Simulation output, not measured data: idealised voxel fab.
Documented hereafter: the process module known as voxel transistor to metal.
cross-section cut | 205 nm wide | cells 5 nm
Just so we're on the same page, the cross-sections are grids of square cells, and they're listed out in bands top to bottom, each band one or more rows deep.
The band entry comprises the height of the band's top followed by the height of its bottom, expressed in nm, and subsequently the band's materials from left to right, each stated together with its width in nm. Where a single material is marked with the word "edge to edge", that material fills the band from edge to edge. The word "empty" represents empty space.
Convention: height 0 is the level below which the wafer, as received, is all one material. The lowest band does not terminate at the bottom but continues downward, represented as "top 0, no bottom".
Top row gets the first number, bottom row gets the second, and each row in between changes by the same step: that is how a band width like "30..40" works.
A step reported as "same as before" is a step in which no cell of the cross-section changed.
The list in "Internal closed voids" covers empty spaces of 8 cells or more that cannot reach the top through any open way, and it gives each as width x height at distance; the distance is from the left edge, and width, height and distance are in nm.
On a step's line, text after the settings is the simulator commenting on that step.
overlay nm: step with mask; distance mask lay right of planned place; negative value = left of planned place.
From here on the document is pairs. In a pair, the cross-section before one process step comes with the cross-section after it, and the latter goes no deeper than the lowest band that changed. What lies in between, the step and its settings, is written under the pair. A pair may be from a different run of this module on the same starting wafer than the pair above it, so it continues from that pair only where its entry headed "Prior state" says so.

# Prior state
    top -5, bottom -10: SiO2 edge to edge
    top -10, bottom -45: 40 Si | 120 SiO2 | 45 Si
    top -45, no bottom: Si edge to edge
    Internal closed voids: none

# Section After Processing
    top 20, bottom -5: polySi edge to edge
    Below -5, the layers are the same as they were.
    Internal closed voids: none
In between the cross-sections above, the run called for DIRECTIONAL_DEP (material polySi; thk nm 25)

Prior state: as shown after the step in the preceding pair, directly above.

# Section After Processing
    top 35, bottom 20: SiCN edge to edge
    Below 20, the layers are the same as they were.
    Internal closed voids: none
In between the cross-sections above, the run called for DIRECTIONAL_DEP (material SiCN; thk nm 15)

Prior state: as shown after the step in the preceding pair, directly above.

# Section After Processing
    top 35, bottom 20: 90 empty | 20 SiCN | 95 empty
    Below 20, the layers are the same as they were.
    Internal closed voids: none
In between the cross-sections above, the run called for MASKED_ETCH (tone cover; mask id GATE; width nm 20; etch materials SiCN; depth nm 25; overlay nm 0)

Prior state: as shown after the step in the preceding pair, directly above.

# Section After Processing
    top 35, bottom 20: 90 empty | 20 SiCN | 95 empty
    top 20, bottom -5: 90 empty | 20 polySi | 95 empty
    Below -5, the layers are the same as they were.
    Internal closed voids: none
In between the cross-sections above, the run called for MASKED_ETCH (tone cover; mask id GATE; width nm 20; etch materials polySi; depth nm 35; overlay nm 0)

Prior state: as shown after the step in the preceding pair, directly above.

# Section After Processing
    top 40, bottom 35: 85 empty | 30 SiN | 90 empty
    top 35, bottom 20: 85 empty | 5 SiN | 20 SiCN | 5 SiN | 90 empty
    top 20, bottom 0: 85 empty | 5 SiN | 20 polySi | 5 SiN | 90 empty
    top 0, bottom -5: 90 SiN | 20 polySi | 95 SiN
    Below -5, the layers are the same as they were.
    Internal closed voids: none
In between the cross-sections above, the run called for CONFORMAL_DEP (material SiN; thk nm 5)

Prior state: as shown after the step in the preceding pair, directly above.

# Section After Processing
    top 35, bottom 20: 85 empty | 5 SiN | 20 SiCN | 5 SiN | 90 empty
    top 20, bottom -5: 85 empty | 5 SiN | 20 polySi | 5 SiN | 90 empty
    Below -5, the layers are the same as they were.
    Internal closed voids: none
In between the cross-sections above, the run called for DIRECTIONAL_ETCH (etch materials SiN; depth nm 5)

Prior state: as shown after the step in the preceding pair, directly above.

# Section After Processing
    top 35, bottom 20: 85 empty | 5 SiN | 20 SiCN | 5 SiN | 90 empty
    top 20, bottom -5: 85 empty | 5 SiN | 20 polySi | 5 SiN | 90 empty
    top -5, bottom -10: 85 empty | 30 SiO2 | 90 empty
    Below -10, the layers are the same as they were.
    Internal closed voids: none
In between the cross-sections above, the run called for DIRECTIONAL_ETCH (etch materials SiO2; depth nm 5)

Prior state: as shown after the step in the preceding pair, directly above.

# Section After Processing
    top 35, bottom 20: 85 empty | 5 SiN | 20 SiCN | 5 SiN | 90 empty
    top 20, bottom -5: 85 empty | 5 SiN | 20 polySi | 5 SiN | 90 empty
    top -5, bottom -15: 85..40 empty | 30..120 SiO2 | 90..45 empty
    Below -15, the layers are the same as they were.
    Internal closed voids: none
In between the cross-sections above, the run called for DIRECTIONAL_ETCH (etch materials Si; depth nm 5)

Prior state: as shown after the step in the preceding pair, directly above.

# Section After Processing
    top 35, bottom 20: 85 empty | 5 SiN | 20 SiCN | 5 SiN | 90 empty
    top 20, bottom -5: 85 empty | 5 SiN | 20 polySi | 5 SiN | 90 empty
    top -5, bottom -10: 45 pSi | 40 empty | 30 SiO2 | 40 empty | 50 pSi
    top -10, bottom -15: 40 pSi | 120 SiO2 | 45 pSi
    Below -15, the layers are the same as they were.
    Internal closed voids: none
In between the cross-sections above, the run called for EPI (material pSi; thk nm 10)

Prior state: as shown after the step in the preceding pair, directly above.

# Section After Processing
    top 45, bottom 35: SiO2 edge to edge
    top 35, bottom 20: 85 SiO2 | 5 SiN | 20 SiCN | 5 SiN | 90 SiO2
    top 20, bottom -5: 85 SiO2 | 5 SiN | 20 polySi | 5 SiN | 90 SiO2
    top -5, bottom -15: 45..40 pSi | 110..120 SiO2 | 50..45 pSi
    Below -15, the layers are the same as they were.
    Internal closed voids: none
In between the cross-sections above, the run called for FILL_DEP (material SiO2; thk nm 10)

Prior state: as shown after the step in the preceding pair, directly above.

# Section After Processing
    top 35, bottom 20: 85 SiO2 | 5 SiN | 20 SiCN | 5 SiN | 90 SiO2
    Below 20, the layers are the same as they were.
    Internal closed voids: none
In between the cross-sections above, the run called for CMP (height nm 35)

Prior state: as shown after the step in the preceding pair, directly above.

# Section After Processing
    top 45, bottom 35: SiO2 edge to edge
    Below 35, the layers are the same as they were.
    Internal closed voids: none
In between the cross-sections above, the run called for DIRECTIONAL_DEP (material SiO2; thk nm 10)

Prior state: as shown after the step in the preceding pair, directly above.

# Section After Processing
    top 60, bottom 45: aC edge to edge
    Below 45, the layers are the same as they were.
    Internal closed voids: none
In between the cross-sections above, the run called for DIRECTIONAL_DEP (material aC; thk nm 15)

Prior state: as shown after the step in the preceding pair, directly above.

# Section After Processing
    top 90, bottom 60: 55 resist | 15 empty | 60 resist | 15 empty | 60 resist
    Below 60, the layers are the same as they were.
    Internal closed voids: none
In between the cross-sections above, the run called for PATTERN (tone open; mask id CONTACT; material resist; width nm 15; pitch nm 75; thk nm 30; overlay nm 0)

Prior state: as shown after the step in the preceding pair, directly above.

# Section After Processing
    top 75, bottom 60: 55 resist | 15 empty | 60 resist | 15 empty | 60 resist
    top 60, bottom 45: 55 aC | 15 empty | 60 aC | 15 empty | 60 aC
    Below 45, the layers are the same as they were.
    Internal closed voids: none
In between the cross-sections above, the run called for DIRECTIONAL_ETCH (etch materials aC; depth nm 15)

Prior state: as shown after the step in the preceding pair, directly above.

# Section After Processing
    top 60, bottom 45: 55 aC | 15 empty | 60 aC | 15 empty | 60 aC
    Below 45, the layers are the same as they were.
    Internal closed voids: none
In between the cross-sections above, the run called for STRIP (etch materials resist)

Prior state: as shown after the step in the preceding pair, directly above.

# Section After Processing
    top 60, bottom 45: 55 aC | 15 empty | 60 aC | 15 empty | 60 aC
    top 45, bottom 35: 55 SiO2 | 15 empty | 60 SiO2 | 15 empty | 60 SiO2
    top 35, bottom 20: 55 SiO2 | 15 empty | 15 SiO2 | 5 SiN | 20 SiCN | 5 SiN | 15 SiO2 | 15 empty | 60 SiO2
    top 20, bottom -5: 55 SiO2 | 15 empty | 15 SiO2 | 5 SiN | 20 polySi | 5 SiN | 15 SiO2 | 15 empty | 60 SiO2
    Below -5, the layers are the same as they were.
    Internal closed voids: none
In between the cross-sections above, the run called for DIRECTIONAL_ETCH (etch materials SiO2; depth nm 50)

Prior state: as shown after the step in the preceding pair, directly above.

# Section After Processing
    top 45, bottom 35: 55 SiO2 | 15 empty | 60 SiO2 | 15 empty | 60 SiO2
    Below 35, the layers are the same as they were.
    Internal closed voids: none
In between the cross-sections above, the run called for STRIP (etch materials aC)

Prior state: as shown after the step in the preceding pair, directly above.

# Section After Processing
    top 50, bottom 45: 60 TiN | 5 empty | 70 TiN | 5 empty | 65 TiN
    top 45, bottom 35: 55 SiO2 | 5 TiN | 5 empty | 5 TiN | 60 SiO2 | 5 TiN | 5 empty | 5 TiN | 60 SiO2
    top 35, bottom 20: 55 SiO2 | 5 TiN | 5 empty | 5 TiN | 15 SiO2 | 5 SiN | 20 SiCN | 5 SiN | 15 SiO2 | 5 TiN | 5 empty | 5 TiN | 60 SiO2
    top 20, bottom 0: 55 SiO2 | 5 TiN | 5 empty | 5 TiN | 15 SiO2 | 5 SiN | 20 polySi | 5 SiN | 15 SiO2 | 5 TiN | 5 empty | 5 TiN | 60 SiO2
    top 0, bottom -5: 55 SiO2 | 15 TiN | 15 SiO2 | 5 SiN | 20 polySi | 5 SiN | 15 SiO2 | 15 TiN | 60 SiO2
    Below -5, the layers are the same as they were.
    Internal closed voids: none
In between the cross-sections above, the run called for CONFORMAL_DEP (material TiN; thk nm 5)

Prior state: as shown after the step in the preceding pair, directly above.

# Section After Processing
    top 55, bottom 50: W edge to edge
    top 50, bottom 45: 60 TiN | 5 W | 70 TiN | 5 W | 65 TiN
    top 45, bottom 35: 55 SiO2 | 5 TiN | 5 W | 5 TiN | 60 SiO2 | 5 TiN | 5 W | 5 TiN | 60 SiO2
    top 35, bottom 20: 55 SiO2 | 5 TiN | 5 W | 5 TiN | 15 SiO2 | 5 SiN | 20 SiCN | 5 SiN | 15 SiO2 | 5 TiN | 5 W | 5 TiN | 60 SiO2
    top 20, bottom 0: 55 SiO2 | 5 TiN | 5 W | 5 TiN | 15 SiO2 | 5 SiN | 20 polySi | 5 SiN | 15 SiO2 | 5 TiN | 5 W | 5 TiN | 60 SiO2
    Below 0, the layers are the same as they were.
    Internal closed voids: none
In between the cross-sections above, the run called for FILL_DEP (material W; thk nm 5)

Prior state: as shown after the step in the preceding pair, directly above.

# Section After Processing
    top 45, bottom 35: 55 SiO2 | 5 TiN | 5 W | 5 TiN | 60 SiO2 | 5 TiN | 5 W | 5 TiN | 60 SiO2
    Below 35, the layers are the same as they were.
    Internal closed voids: none
In between the cross-sections above, the run called for CMP (height nm 45)

Prior state: as shown after the step in the preceding pair, directly above.

# Section After Processing
    top 50, bottom 45: TiN edge to edge
    Below 45, the layers are the same as they were.
    Internal closed voids: none
In between the cross-sections above, the run called for DIRECTIONAL_DEP (material TiN; thk nm 5)

Prior state: as shown after the step in the preceding pair, directly above.

# Section After Processing
    top 75, bottom 50: W edge to edge
    Below 50, the layers are the same as they were.
    Internal closed voids: none
In between the cross-sections above, the run called for DIRECTIONAL_DEP (material W; thk nm 25)

Prior state: as shown after the step in the preceding pair, directly above.

# Section After Processing
    top 90, bottom 75: 55 empty | 15 resist | 60 empty | 15 resist | 60 empty
    Below 75, the layers are the same as they were.
    Internal closed voids: none
In between the cross-sections above, the run called for PATTERN (tone cover; mask id METAL_1; material resist; width nm 15; pitch nm 75; thk nm 15; overlay nm 0)

Prior state: as shown after the step in the preceding pair, directly above.

# Section After Processing
    top 90, bottom 75: 55 empty | 15 resist | 60 empty | 15 resist | 60 empty
    top 75, bottom 50: 55 empty | 15 W | 60 empty | 15 W | 60 empty
    Below 50, the layers are the same as they were.
    Internal closed voids: none
In between the cross-sections above, the run called for DIRECTIONAL_ETCH (etch materials W; depth nm 25)

Prior state: as shown after the step in the preceding pair, directly above.

# Section After Processing
    top 90, bottom 75: 55 empty | 15 resist | 60 empty | 15 resist | 60 empty
    top 75, bottom 50: 55 empty | 15 W | 60 empty | 15 W | 60 empty
    top 50, bottom 45: 55 empty | 15 TiN | 60 empty | 15 TiN | 60 empty
    Below 45, the layers are the same as they were.
    Internal closed voids: none
In between the cross-sections above, the run called for DIRECTIONAL_ETCH (etch materials TiN; depth nm 5)

Prior state: as shown after the step in the preceding pair, directly above.

# Section After Processing
    top 75, bottom 50: 55 empty | 15 W | 60 empty | 15 W | 60 empty
    Below 50, the layers are the same as they were.
    Internal closed voids: none
In between the cross-sections above, the run called for STRIP (etch materials resist)

Prior state: as shown after the step in the preceding pair, directly above.

# Section After Processing
    top 85, bottom 75: lowk edge to edge
    top 75, bottom 50: 55 lowk | 15 W | 60 lowk | 15 W | 60 lowk
    top 50, bottom 45: 55 lowk | 15 TiN | 60 lowk | 15 TiN | 60 lowk
    Below 45, the layers are the same as they were.
    Internal closed voids: none
In between the cross-sections above, the run called for FILL_DEP (material lowk; thk nm 10)

Prior state: as shown after the step in the preceding pair, directly above.

# Section After Processing
    top 75, bottom 50: 55 lowk | 15 W | 60 lowk | 15 W | 60 lowk
    Below 50, the layers are the same as they were.
    Internal closed voids: none
In between the cross-sections above, the run called for CMP (height nm 75)

Prior state: as shown after the step in the preceding pair, directly above.

# Section After Processing
    top 80, bottom 75: SiCN edge to edge
    Below 75, the layers are the same as they were.
    Internal closed voids: none
In between the cross-sections above, the run called for CONFORMAL_DEP (material SiCN; thk nm 5)

Prior state: as shown after the step in the preceding pair, directly above.

# Section After Processing
    top 115, bottom 80: lowk edge to edge
    Below 80, the layers are the same as they were.
    Internal closed voids: none
In between the cross-sections above, the run called for DIRECTIONAL_DEP (material lowk; thk nm 35)

Prior state: as shown after the step in the preceding pair, directly above.

# Section After Processing
    top 115, bottom 95: 55 lowk | 15 empty | 60 lowk | 15 empty | 60 lowk
    Below 95, the layers are the same as they were.
    Internal closed voids: none
In between the cross-sections above, the run called for MASKED_ETCH (tone open; mask id METAL_2; width nm 15; pitch nm 75; etch materials lowk; depth nm 20; overlay nm 0)

Prior state: as shown after the step in the preceding pair, directly above.

# Section After Processing
    top 115, bottom 80: 55 lowk | 15 empty | 60 lowk | 15 empty | 60 lowk
    Below 80, the layers are the same as they were.
    Internal closed voids: none
In between the cross-sections above, the run called for MASKED_ETCH (tone open; mask id METAL_2_HOLES; width nm 15; pitch nm 75; etch materials lowk; depth nm 15; overlay nm 0)

Prior state: as shown after the step in the preceding pair, directly above.

# Section After Processing
    top 115, bottom 80: 55 lowk | 15 empty | 60 lowk | 15 empty | 60 lowk
    top 80, bottom 75: 55 SiCN | 15 empty | 60 SiCN | 15 empty | 60 SiCN
    Below 75, the layers are the same as they were.
    Internal closed voids: none
In between the cross-sections above, the run called for MASKED_ETCH (tone open; mask id METAL_2_HOLES; width nm 15; pitch nm 75; etch materials SiCN; depth nm 5; overlay nm 0)

Prior state: as shown after the step in the preceding pair, directly above.

# Section After Processing
    top 120, bottom 115: 60 TiN | 5 empty | 70 TiN | 5 empty | 65 TiN
    top 115, bottom 80: 55 lowk | 5 TiN | 5 empty | 5 TiN | 60 lowk | 5 TiN | 5 empty | 5 TiN | 60 lowk
    top 80, bottom 75: 55 SiCN | 15 TiN | 60 SiCN | 15 TiN | 60 SiCN
    Below 75, the layers are the same as they were.
    Internal closed voids: none
In between the cross-sections above, the run called for CONFORMAL_DEP (material TiN; thk nm 5)

Prior state: as shown after the step in the preceding pair, directly above.

# Section After Processing
    top 125, bottom 120: Cu edge to edge
    top 120, bottom 115: 60 TiN | 5 Cu | 70 TiN | 5 Cu | 65 TiN
    top 115, bottom 80: 55 lowk | 5 TiN | 5 Cu | 5 TiN | 60 lowk | 5 TiN | 5 Cu | 5 TiN | 60 lowk
    Below 80, the layers are the same as they were.
    Internal closed voids: none
In between the cross-sections above, the run called for FILL_DEP (material Cu; thk nm 5)

Prior state: as shown after the step in the preceding pair, directly above.

# Section After Processing
    top 115, bottom 80: 55 lowk | 5 TiN | 5 Cu | 5 TiN | 60 lowk | 5 TiN | 5 Cu | 5 TiN | 60 lowk
    Below 80, the layers are the same as they were.
    Internal closed voids: none
In between the cross-sections above, the run called for CMP (height nm 115)

Prior state: as shown after the step in the preceding pair, directly above.

# Section After Processing
    top 120, bottom 115: SiN edge to edge
    Below 115, the layers are the same as they were.
    Internal closed voids: none
In between the cross-sections above, the run called for CONFORMAL_DEP (material SiN; thk nm 5)
